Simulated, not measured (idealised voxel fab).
A process module follows: voxel wiring stack.
Square cells of 5 nm make up the cross-section cut, whose width is 280 nm.
Cross-section = grid of square cells, listed top down in bands; band = one or more rows.
Per band: top height and bottom height in nm, followed by the left-to-right materials and their widths in nm; "edge to edge" marks a single material spanning edge to edge, "blank" marks empty space.
Convention: height 0 is the level below which the wafer, as received, is all one material. The lowest band does not terminate at the bottom but continues downward, represented as "0..down".
Note: "30 to 40" means the width goes from the first number (top row of the band) to the second number (bottom row) in equal steps per row of cells.
Basically "changes: none" means that step didn't change any cell in the cross-section.
"Internal closed voids": empty spaces of 8 cells or more with no open way to the top, each given as width x height at distance, distance from the left edge, all in nm.
On each step's line, the part that comes after the settings is the simulator's own comment on the step.
overlay nm: mask offset rightward from planned place, masked step; negative means leftward offset.
The steps planned for the process are as follows
1) RECEIVE | material Si
2) CONFORMAL_DEP | material SiO2 | thk nm 10
3) CONFORMAL_DEP | material SiN | thk nm 5
4) DIRECTIONAL_DEP | material lowk | thk nm 15
5) PATTERN | tone open | mask id METAL_1 | material resist | width nm 20 | pitch nm 35 | thk nm 15 | overlay nm 0
6) DIRECTIONAL_ETCH | etch materials lowk | depth nm 15
7) DIRECTIONAL_ETCH | etch materials SiN | depth nm 5
8) STRIP | etch materials resist
9) CONFORMAL_DEP | material TiN | thk nm 5
10) FILL_DEP | material Ru | thk nm 5
11) CMP | height nm 30
12) CONFORMAL_DEP | material SiCN | thk nm 5
13) DIRECTIONAL_DEP | material lowk | thk nm 30
14) PATTERN | tone open | mask id METAL_2_HOLES | material resist | width nm 15 | pitch nm 35 | thk nm 20 | overlay nm 0
15) DIRECTIONAL_ETCH | etch materials lowk | depth nm 30
16) STRIP | etch materials resist
17) DIRECTIONAL_DEP | material aC | thk nm 10
18) PATTERN | tone open | mask id METAL_2 | material resist | width nm 20 | pitch nm 35 | thk nm 30 | overlay nm 0
19) DIRECTIONAL_ETCH | etch materials aC | depth nm 10
20) STRIP | etch materials resist
21) DIRECTIONAL_ETCH | etch materials lowk | depth nm 20
22) DIRECTIONAL_ETCH | etch materials SiCN | depth nm 5
23) STRIP | etch materials aC
24) CONFORMAL_DEP | material TiN | thk nm 5
25) FILL_DEP | material Cu | thk nm 10
26) CMP | height nm 65
27) CONFORMAL_DEP | material SiCN | thk nm 5
28) DIRECTIONAL_DEP | material SiO2 | thk nm 15
29) MASKED_ETCH | tone open | mask id PLUG_2 | width nm 15 | pitch nm 35 | etch materials SiO2 | depth nm 15 | overlay nm 0
30) MASKED_ETCH | tone open | mask id PLUG_2 | width nm 15 | pitch nm 35 | etch materials SiCN | depth nm 5 | overlay nm 0
31) CONFORMAL_DEP | material TiN | thk nm 5
32) FILL_DEP | material W | thk nm 5
33) CMP | height nm 85
34) CONFORMAL_DEP | material SiN | thk nm 5
35) DIRECTIONAL_DEP | material SiO2 | thk nm 15
36) MASKED_ETCH | tone open | mask id METAL_3 | width nm 20 | pitch nm 35 | etch materials SiO2 | depth nm 15 | overlay nm 0
37) MASKED_ETCH | tone open | mask id METAL_3 | width nm 20 | pitch nm 35 | etch materials SiN | depth nm 5 | overlay nm 0
38) CONFORMAL_DEP | material TiN | thk nm 5
39) FILL_DEP | material Ru | thk nm 10
40) CMP | height nm 105
41) CONFORMAL_DEP | material SiCN | thk nm 5
42) DIRECTIONAL_DEP | material lowk | thk nm 30
43) MASKED_ETCH | tone open | mask id METAL_4 | width nm 20 | pitch nm 35 | etch materials lowk | depth nm 15 | overlay nm 0
44) MASKED_ETCH | tone open | mask id METAL_4_HOLES | width nm 15 | pitch nm 70 | etch materials lowk | depth nm 15 | overlay nm 0
45) MASKED_ETCH | tone open | mask id METAL_4_HOLES | width nm 15 | pitch nm 70 | etch materials SiCN | depth nm 5 | overlay nm 0
46) CONFORMAL_DEP | material TiN | thk nm 5
47) FILL_DEP | material Ru | thk nm 5
48) CMP | height nm 140
49) CONFORMAL_DEP | material SiN | thk nm 5
The first of the two wafers, which ran as planned
Wafer cross-section on receipt, i.e. after step 1
- 0..down | Si edge to edge
- Internal closed voids: none
Presented here is a cross-section of the wafer after step 2 has been performed
- 10..0 | SiO2 edge to edge
- At heights below 0, the structure remains unaltered.
Presented here is a cross-section of the wafer after step 3 has been performed
- 15..10 | SiN edge to edge
- At heights below 10, the structure remains unaltered.
Presented here is a cross-section of the wafer after step 4 has been performed
- 30..15 | lowk edge to edge
- At heights below 15, the structure remains unaltered.
Presented here is a cross-section of the wafer after step 5 has been performed
- 45..30 | resist 95 nm; blank 20 nm; resist 15 nm; blank 20 nm; resist 15 nm; blank 20 nm; resist 95 nm
- At heights below 30, the structure remains unaltered.
Presented here is a cross-section of the wafer after step 6 has been performed
- 45..30 | resist 95 nm; blank 20 nm; resist 15 nm; blank 20 nm; resist 15 nm; blank 20 nm; resist 95 nm
- 30..15 | lowk 95 nm; blank 20 nm; lowk 15 nm; blank 20 nm; lowk 15 nm; blank 20 nm; lowk 95 nm
- At heights below 15, the structure remains unaltered.
Presented here is a cross-section of the wafer after step 7 has been performed
- 45..30 | resist 95 nm; blank 20 nm; resist 15 nm; blank 20 nm; resist 15 nm; blank 20 nm; resist 95 nm
- 30..15 | lowk 95 nm; blank 20 nm; lowk 15 nm; blank 20 nm; lowk 15 nm; blank 20 nm; lowk 95 nm
- 15..10 | SiN 95 nm; blank 20 nm; SiN 15 nm; blank 20 nm; SiN 15 nm; blank 20 nm; SiN 95 nm
- At heights below 10, the structure remains unaltered.
Presented here is a cross-section of the wafer after step 8 has been performed
- 30..15 | lowk 95 nm; blank 20 nm; lowk 15 nm; blank 20 nm; lowk 15 nm; blank 20 nm; lowk 95 nm
- At heights below 15, the structure remains unaltered.
Presented here is a cross-section of the wafer after step 9 has been performed
- 35..30 | TiN 100 nm; blank 10 nm; TiN 25 nm; blank 10 nm; TiN 25 nm; blank 10 nm; TiN 100 nm
- 30..15 | lowk 95 nm; TiN 5 nm; blank 10 nm; TiN 5 nm; lowk 15 nm; TiN 5 nm; blank 10 nm; TiN 5 nm; lowk 15 nm; TiN 5 nm; blank 10 nm; TiN 5 nm; lowk 95 nm
- 15..10 | SiN 95 nm; TiN 20 nm; SiN 15 nm; TiN 20 nm; SiN 15 nm; TiN 20 nm; SiN 95 nm
- At heights below 10, the structure remains unaltered.
Presented here is a cross-section of the wafer after step 10 has been performed
- 40..35 | Ru edge to edge
- 35..30 | TiN 100 nm; Ru 10 nm; TiN 25 nm; Ru 10 nm; TiN 25 nm; Ru 10 nm; TiN 100 nm
- 30..15 | lowk 95 nm; TiN 5 nm; Ru 10 nm; TiN 5 nm; lowk 15 nm; TiN 5 nm; Ru 10 nm; TiN 5 nm; lowk 15 nm; TiN 5 nm; Ru 10 nm; TiN 5 nm; lowk 95 nm
- At heights below 15, the structure remains unaltered.
Presented here is a cross-section of the wafer after step 11 has been performed
- 30..15 | lowk 95 nm; TiN 5 nm; Ru 10 nm; TiN 5 nm; lowk 15 nm; TiN 5 nm; Ru 10 nm; TiN 5 nm; lowk 15 nm; TiN 5 nm; Ru 10 nm; TiN 5 nm; lowk 95 nm
- At heights below 15, the structure remains unaltered.
Presented here is a cross-section of the wafer after step 12 has been performed
- 35..30 | SiCN edge to edge
- At heights below 30, the structure remains unaltered.
Presented here is a cross-section of the wafer after step 13 has been performed
- 65..35 | lowk edge to edge
- At heights below 35, the structure remains unaltered.
Presented here is a cross-section of the wafer after step 14 has been performed
- 85..65 | resist 95 nm; blank 15 nm; resist 20 nm; blank 15 nm; resist 20 nm; blank 15 nm; resist 100 nm
- At heights below 65, the structure remains unaltered.
Presented here is a cross-section of the wafer after step 15 has been performed
- 85..65 | resist 95 nm; blank 15 nm; resist 20 nm; blank 15 nm; resist 20 nm; blank 15 nm; resist 100 nm
- 65..35 | lowk 95 nm; blank 15 nm; lowk 20 nm; blank 15 nm; lowk 20 nm; blank 15 nm; lowk 100 nm
- At heights below 35, the structure remains unaltered.
Presented here is a cross-section of the wafer after step 16 has been performed
- 65..35 | lowk 95 nm; blank 15 nm; lowk 20 nm; blank 15 nm; lowk 20 nm; blank 15 nm; lowk 100 nm
- At heights below 35, the structure remains unaltered.
Presented here is a cross-section of the wafer after step 17 has been performed
- 75..65 | aC 95 nm; blank 15 nm; aC 20 nm; blank 15 nm; aC 20 nm; blank 15 nm; aC 100 nm
- 65..45 | lowk 95 nm; blank 15 nm; lowk 20 nm; blank 15 nm; lowk 20 nm; blank 15 nm; lowk 100 nm
- 45..35 | lowk 95 nm; aC 15 nm; lowk 20 nm; aC 15 nm; lowk 20 nm; aC 15 nm; lowk 100 nm
- At heights below 35, the structure remains unaltered.
Presented here is a cross-section of the wafer after step 18 has been performed
- 105..75 | resist 95 nm; blank 20 nm; resist 15 nm; blank 20 nm; resist 15 nm; blank 20 nm; resist 95 nm
- At heights below 75, the structure remains unaltered.
Presented here is a cross-section of the wafer after step 19 has been performed
- 95..75 | resist 95 nm; blank 20 nm; resist 15 nm; blank 20 nm; resist 15 nm; blank 20 nm; resist 95 nm
- 75..65 | aC 95 nm; blank 20 nm; aC 15 nm; blank 20 nm; aC 15 nm; blank 20 nm; aC 95 nm
- 65..35 | lowk 95 nm; blank 15 nm; lowk 20 nm; blank 15 nm; lowk 20 nm; blank 15 nm; lowk 100 nm
- At heights below 35, the structure remains unaltered.
Presented here is a cross-section of the wafer after step 20 has been performed
- 75..65 | aC 95 nm; blank 20 nm; aC 15 nm; blank 20 nm; aC 15 nm; blank 20 nm; aC 95 nm
- At heights below 65, the structure remains unaltered.
Presented here is a cross-section of the wafer after step 21 has been performed
- 75..65 | aC 95 nm; blank 20 nm; aC 15 nm; blank 20 nm; aC 15 nm; blank 20 nm; aC 95 nm
- 65..45 | lowk 95 nm; blank 20 nm; lowk 15 nm; blank 20 nm; lowk 15 nm; blank 20 nm; lowk 95 nm
- At heights below 45, the structure remains unaltered.
Presented here is a cross-section of the wafer after step 22 has been performed
- 75..65 | aC 95 nm; blank 20 nm; aC 15 nm; blank 20 nm; aC 15 nm; blank 20 nm; aC 95 nm
- 65..45 | lowk 95 nm; blank 20 nm; lowk 15 nm; blank 20 nm; lowk 15 nm; blank 20 nm; lowk 95 nm
- 45..35 | lowk 95 nm; blank 15 nm; lowk 20 nm; blank 15 nm; lowk 20 nm; blank 15 nm; lowk 100 nm
- 35..30 | SiCN 95 nm; blank 15 nm; SiCN 20 nm; blank 15 nm; SiCN 20 nm; blank 15 nm; SiCN 100 nm
- At heights below 30, the structure remains unaltered.
Presented here is a cross-section of the wafer after step 23 has been performed
- 65..45 | lowk 95 nm; blank 20 nm; lowk 15 nm; blank 20 nm; lowk 15 nm; blank 20 nm; lowk 95 nm
- At heights below 45, the structure remains unaltered.
Presented here is a cross-section of the wafer after step 24 has been performed
- 70..65 | TiN 100 nm; blank 10 nm; TiN 25 nm; blank 10 nm; TiN 25 nm; blank 10 nm; TiN 100 nm
- 65..50 | lowk 95 nm; TiN 5 nm; blank 10 nm; TiN 5 nm; lowk 15 nm; TiN 5 nm; blank 10 nm; TiN 5 nm; lowk 15 nm; TiN 5 nm; blank 10 nm; TiN 5 nm; lowk 95 nm
- 50..45 | lowk 95 nm; TiN 5 nm; blank 5 nm; TiN 10 nm; lowk 15 nm; TiN 5 nm; blank 5 nm; TiN 10 nm; lowk 15 nm; TiN 5 nm; blank 5 nm; TiN 10 nm; lowk 95 nm
- 45..35 | lowk 95 nm; TiN 5 nm; blank 5 nm; TiN 5 nm; lowk 20 nm; TiN 5 nm; blank 5 nm; TiN 5 nm; lowk 20 nm; TiN 5 nm; blank 5 nm; TiN 5 nm; lowk 100 nm
- 35..30 | SiCN 95 nm; TiN 15 nm; SiCN 20 nm; TiN 15 nm; SiCN 20 nm; TiN 15 nm; SiCN 100 nm
- At heights below 30, the structure remains unaltered.
Presented here is a cross-section of the wafer after step 25 has been performed
- 80..70 | Cu edge to edge
- 70..65 | TiN 100 nm; Cu 10 nm; TiN 25 nm; Cu 10 nm; TiN 25 nm; Cu 10 nm; TiN 100 nm
- 65..50 | lowk 95 nm; TiN 5 nm; Cu 10 nm; TiN 5 nm; lowk 15 nm; TiN 5 nm; Cu 10 nm; TiN 5 nm; lowk 15 nm; TiN 5 nm; Cu 10 nm; TiN 5 nm; lowk 95 nm
- 50..45 | lowk 95 nm; TiN 5 nm; Cu 5 nm; TiN 10 nm; lowk 15 nm; TiN 5 nm; Cu 5 nm; TiN 10 nm; lowk 15 nm; TiN 5 nm; Cu 5 nm; TiN 10 nm; lowk 95 nm
- 45..35 | lowk 95 nm; TiN 5 nm; Cu 5 nm; TiN 5 nm; lowk 20 nm; TiN 5 nm; Cu 5 nm; TiN 5 nm; lowk 20 nm; TiN 5 nm; Cu 5 nm; TiN 5 nm; lowk 100 nm
- At heights below 35, the structure remains unaltered.
Presented here is a cross-section of the wafer after step 26 has been performed
- 65..50 | lowk 95 nm; TiN 5 nm; Cu 10 nm; TiN 5 nm; lowk 15 nm; TiN 5 nm; Cu 10 nm; TiN 5 nm; lowk 15 nm; TiN 5 nm; Cu 10 nm; TiN 5 nm; lowk 95 nm
- At heights below 50, the structure remains unaltered.
Presented here is a cross-section of the wafer after step 27 has been performed
- 70..65 | SiCN edge to edge
- At heights below 65, the structure remains unaltered.
Presented here is a cross-section of the wafer after step 28 has been performed
- 85..70 | SiO2 edge to edge
- At heights below 70, the structure remains unaltered.
Presented here is a cross-section of the wafer after step 29 has been performed
- 85..70 | SiO2 95 nm; blank 15 nm; SiO2 20 nm; blank 15 nm; SiO2 20 nm; blank 15 nm; SiO2 100 nm
- At heights below 70, the structure remains unaltered.
Presented here is a cross-section of the wafer after step 30 has been performed
- 85..70 | SiO2 95 nm; blank 15 nm; SiO2 20 nm; blank 15 nm; SiO2 20 nm; blank 15 nm; SiO2 100 nm
- 70..65 | SiCN 95 nm; blank 15 nm; SiCN 20 nm; blank 15 nm; SiCN 20 nm; blank 15 nm; SiCN 100 nm
- At heights below 65, the structure remains unaltered.
Presented here is a cross-section of the wafer after step 31 has been performed
- 90..85 | TiN 100 nm; blank 5 nm; TiN 30 nm; blank 5 nm; TiN 30 nm; blank 5 nm; TiN 105 nm
- 85..70 | SiO2 95 nm; TiN 5 nm; blank 5 nm; TiN 5 nm; SiO2 20 nm; TiN 5 nm; blank 5 nm; TiN 5 nm; SiO2 20 nm; TiN 5 nm; blank 5 nm; TiN 5 nm; SiO2 100 nm
- 70..65 | SiCN 95 nm; TiN 15 nm; SiCN 20 nm; TiN 15 nm; SiCN 20 nm; TiN 15 nm; SiCN 100 nm
- At heights below 65, the structure remains unaltered.
Presented here is a cross-section of the wafer after step 32 has been performed
- 95..90 | W edge to edge
- 90..85 | TiN 100 nm; W 5 nm; TiN 30 nm; W 5 nm; TiN 30 nm; W 5 nm; TiN 105 nm
- 85..70 | SiO2 95 nm; TiN 5 nm; W 5 nm; TiN 5 nm; SiO2 20 nm; TiN 5 nm; W 5 nm; TiN 5 nm; SiO2 20 nm; TiN 5 nm; W 5 nm; TiN 5 nm; SiO2 100 nm
- At heights below 70, the structure remains unaltered.
Presented here is a cross-section of the wafer after step 33 has been performed
- 85..70 | SiO2 95 nm; TiN 5 nm; W 5 nm; TiN 5 nm; SiO2 20 nm; TiN 5 nm; W 5 nm; TiN 5 nm; SiO2 20 nm; TiN 5 nm; W 5 nm; TiN 5 nm; SiO2 100 nm
- At heights below 70, the structure remains unaltered.
Presented here is a cross-section of the wafer after step 34 has been performed
- 90..85 | SiN edge to edge
- At heights below 85, the structure remains unaltered.
Presented here is a cross-section of the wafer after step 35 has been performed
- 105..90 | SiO2 edge to edge
- At heights below 90, the structure remains unaltered.
Presented here is a cross-section of the wafer after step 36 has been performed
- 105..90 | SiO2 95 nm; blank 20 nm; SiO2 15 nm; blank 20 nm; SiO2 15 nm; blank 20 nm; SiO2 95 nm
- At heights below 90, the structure remains unaltered.
Presented here is a cross-section of the wafer after step 37 has been performed
- 105..90 | SiO2 95 nm; blank 20 nm; SiO2 15 nm; blank 20 nm; SiO2 15 nm; blank 20 nm; SiO2 95 nm
- 90..85 | SiN 95 nm; blank 20 nm; SiN 15 nm; blank 20 nm; SiN 15 nm; blank 20 nm; SiN 95 nm
- At heights below 85, the structure remains unaltered.
Presented here is a cross-section of the wafer after step 38 has been performed
- 110..105 | TiN 100 nm; blank 10 nm; TiN 25 nm; blank 10 nm; TiN 25 nm; blank 10 nm; TiN 100 nm
- 105..90 | SiO2 95 nm; TiN 5 nm; blank 10 nm; TiN 5 nm; SiO2 15 nm; TiN 5 nm; blank 10 nm; TiN 5 nm; SiO2 15 nm; TiN 5 nm; blank 10 nm; TiN 5 nm; SiO2 95 nm
- 90..85 | SiN 95 nm; TiN 20 nm; SiN 15 nm; TiN 20 nm; SiN 15 nm; TiN 20 nm; SiN 95 nm
- At heights below 85, the structure remains unaltered.
Presented here is a cross-section of the wafer after step 39 has been performed
- 120..110 | Ru edge to edge
- 110..105 | TiN 100 nm; Ru 10 nm; TiN 25 nm; Ru 10 nm; TiN 25 nm; Ru 10 nm; TiN 100 nm
- 105..90 | SiO2 95 nm; TiN 5 nm; Ru 10 nm; TiN 5 nm; SiO2 15 nm; TiN 5 nm; Ru 10 nm; TiN 5 nm; SiO2 15 nm; TiN 5 nm; Ru 10 nm; TiN 5 nm; SiO2 95 nm
- At heights below 90, the structure remains unaltered.
Presented here is a cross-section of the wafer after step 40 has been performed
- 105..90 | SiO2 95 nm; TiN 5 nm; Ru 10 nm; TiN 5 nm; SiO2 15 nm; TiN 5 nm; Ru 10 nm; TiN 5 nm; SiO2 15 nm; TiN 5 nm; Ru 10 nm; TiN 5 nm; SiO2 95 nm
- At heights below 90, the structure remains unaltered.
Presented here is a cross-section of the wafer after step 41 has been performed
- 110..105 | SiCN edge to edge
- At heights below 105, the structure remains unaltered.
Presented here is a cross-section of the wafer after step 42 has been performed
- 140..110 | lowk edge to edge
- At heights below 110, the structure remains unaltered.
Presented here is a cross-section of the wafer after step 43 has been performed
- 140..125 | lowk 95 nm; blank 20 nm; lowk 15 nm; blank 20 nm; lowk 15 nm; blank 20 nm; lowk 95 nm
- At heights below 125, the structure remains unaltered.
Presented here is a cross-section of the wafer after step 44 has been performed
- 140..125 | lowk 95 nm; blank 20 nm; lowk 15 nm; blank 20 nm; lowk 15 nm; blank 20 nm; lowk 95 nm
- 125..110 | lowk 95 nm; blank 15 nm; lowk 55 nm; blank 15 nm; lowk 100 nm
- At heights below 110, the structure remains unaltered.
Presented here is a cross-section of the wafer after step 45 has been performed
- 140..125 | lowk 95 nm; blank 20 nm; lowk 15 nm; blank 20 nm; lowk 15 nm; blank 20 nm; lowk 95 nm
- 125..110 | lowk 95 nm; blank 15 nm; lowk 55 nm; blank 15 nm; lowk 100 nm
- 110..105 | SiCN 95 nm; blank 15 nm; SiCN 55 nm; blank 15 nm; SiCN 100 nm
- At heights below 105, the structure remains unaltered.
Presented here is a cross-section of the wafer after step 46 has been performed
- 145..140 | TiN 100 nm; blank 10 nm; TiN 25 nm; blank 10 nm; TiN 25 nm; blank 10 nm; TiN 100 nm
- 140..130 | lowk 95 nm; TiN 5 nm; blank 10 nm; TiN 5 nm; lowk 15 nm; TiN 5 nm; blank 10 nm; TiN 5 nm; lowk 15 nm; TiN 5 nm; blank 10 nm; TiN 5 nm; lowk 95 nm
- 130..125 | lowk 95 nm; TiN 5 nm; blank 5 nm; TiN 10 nm; lowk 15 nm; TiN 20 nm; lowk 15 nm; TiN 5 nm; blank 5 nm; TiN 10 nm; lowk 95 nm
- 125..110 | lowk 95 nm; TiN 5 nm; blank 5 nm; TiN 5 nm; lowk 55 nm; TiN 5 nm; blank 5 nm; TiN 5 nm; lowk 100 nm
- 110..105 | SiCN 95 nm; TiN 15 nm; SiCN 55 nm; TiN 15 nm; SiCN 100 nm
- At heights below 105, the structure remains unaltered.
Presented here is a cross-section of the wafer after step 47 has been performed
- 150..145 | Ru edge to edge
- 145..140 | TiN 100 nm; Ru 10 nm; TiN 25 nm; Ru 10 nm; TiN 25 nm; Ru 10 nm; TiN 100 nm
- 140..130 | lowk 95 nm; TiN 5 nm; Ru 10 nm; TiN 5 nm; lowk 15 nm; TiN 5 nm; Ru 10 nm; TiN 5 nm; lowk 15 nm; TiN 5 nm; Ru 10 nm; TiN 5 nm; lowk 95 nm
- 130..125 | lowk 95 nm; TiN 5 nm; Ru 5 nm; TiN 10 nm; lowk 15 nm; TiN 20 nm; lowk 15 nm; TiN 5 nm; Ru 5 nm; TiN 10 nm; lowk 95 nm
- 125..110 | lowk 95 nm; TiN 5 nm; Ru 5 nm; TiN 5 nm; lowk 55 nm; TiN 5 nm; Ru 5 nm; TiN 5 nm; lowk 100 nm
- At heights below 110, the structure remains unaltered.
Presented here is a cross-section of the wafer after step 48 has been performed
- 140..130 | lowk 95 nm; TiN 5 nm; Ru 10 nm; TiN 5 nm; lowk 15 nm; TiN 5 nm; Ru 10 nm; TiN 5 nm; lowk 15 nm; TiN 5 nm; Ru 10 nm; TiN 5 nm; lowk 95 nm
- At heights below 130, the structure remains unaltered.
Presented here is a cross-section of the wafer after step 49 has been performed
- 145..140 | SiN edge to edge
- At heights below 140, the structure remains unaltered.
second wafer: like start, like plan, one mistake. Through step 42 it matches the first wafer
Second wafer, cut view, end of step 43 per plan
- 140..110 | lowk 95 nm; blank 20 nm; lowk 15 nm; blank 20 nm; lowk 15 nm; blank 20 nm; lowk 95 nm
- At heights below 110, the structure remains unaltered.
Second wafer, cut view, end of step 44 per plan: changes: none
Second wafer, cut view, end of step 45 per plan
- 140..110 | lowk 95 nm; blank 20 nm; lowk 15 nm; blank 20 nm; lowk 15 nm; blank 20 nm; lowk 95 nm
- 110..105 | SiCN 95 nm; blank 15 nm; SiCN 55 nm; blank 15 nm; SiCN 100 nm
- At heights below 105, the structure remains unaltered.
Second wafer, cut view, end of step 46 per plan
- 145..140 | TiN 100 nm; blank 10 nm; TiN 25 nm; blank 10 nm; TiN 25 nm; blank 10 nm; TiN 100 nm
- 140..115 | lowk 95 nm; TiN 5 nm; blank 10 nm; TiN 5 nm; lowk 15 nm; TiN 5 nm; blank 10 nm; TiN 5 nm; lowk 15 nm; TiN 5 nm; blank 10 nm; TiN 5 nm; lowk 95 nm
- 115..110 | lowk 95 nm; TiN 5 nm; blank 5 nm; TiN 10 nm; lowk 15 nm; TiN 20 nm; lowk 15 nm; TiN 5 nm; blank 5 nm; TiN 10 nm; lowk 95 nm
- 110..105 | SiCN 95 nm; TiN 15 nm; SiCN 55 nm; TiN 15 nm; SiCN 100 nm
- At heights below 105, the structure remains unaltered.
Second wafer, cut view, end of step 47 per plan
- 150..145 | Ru edge to edge
- 145..140 | TiN 100 nm; Ru 10 nm; TiN 25 nm; Ru 10 nm; TiN 25 nm; Ru 10 nm; TiN 100 nm
- 140..115 | lowk 95 nm; TiN 5 nm; Ru 10 nm; TiN 5 nm; lowk 15 nm; TiN 5 nm; Ru 10 nm; TiN 5 nm; lowk 15 nm; TiN 5 nm; Ru 10 nm; TiN 5 nm; lowk 95 nm
- 115..110 | lowk 95 nm; TiN 5 nm; Ru 5 nm; TiN 10 nm; lowk 15 nm; TiN 20 nm; lowk 15 nm; TiN 5 nm; Ru 5 nm; TiN 10 nm; lowk 95 nm
- At heights below 110, the structure remains unaltered.
Second wafer, cut view, end of step 48 per plan
- 140..115 | lowk 95 nm; TiN 5 nm; Ru 10 nm; TiN 5 nm; lowk 15 nm; TiN 5 nm; Ru 10 nm; TiN 5 nm; lowk 15 nm; TiN 5 nm; Ru 10 nm; TiN 5 nm; lowk 95 nm
- At heights below 115, the structure remains unaltered.
Second wafer, cut view, end of step 49 per plan
- 145..140 | SiN edge to edge
- At heights below 140, the structure remains unaltered.
Deviation from plan: the plan had its step 43 run twice
Materials where the second wafer ends with more or fewer cells than the first: Ru +12 | TiN +6 | lowk -18
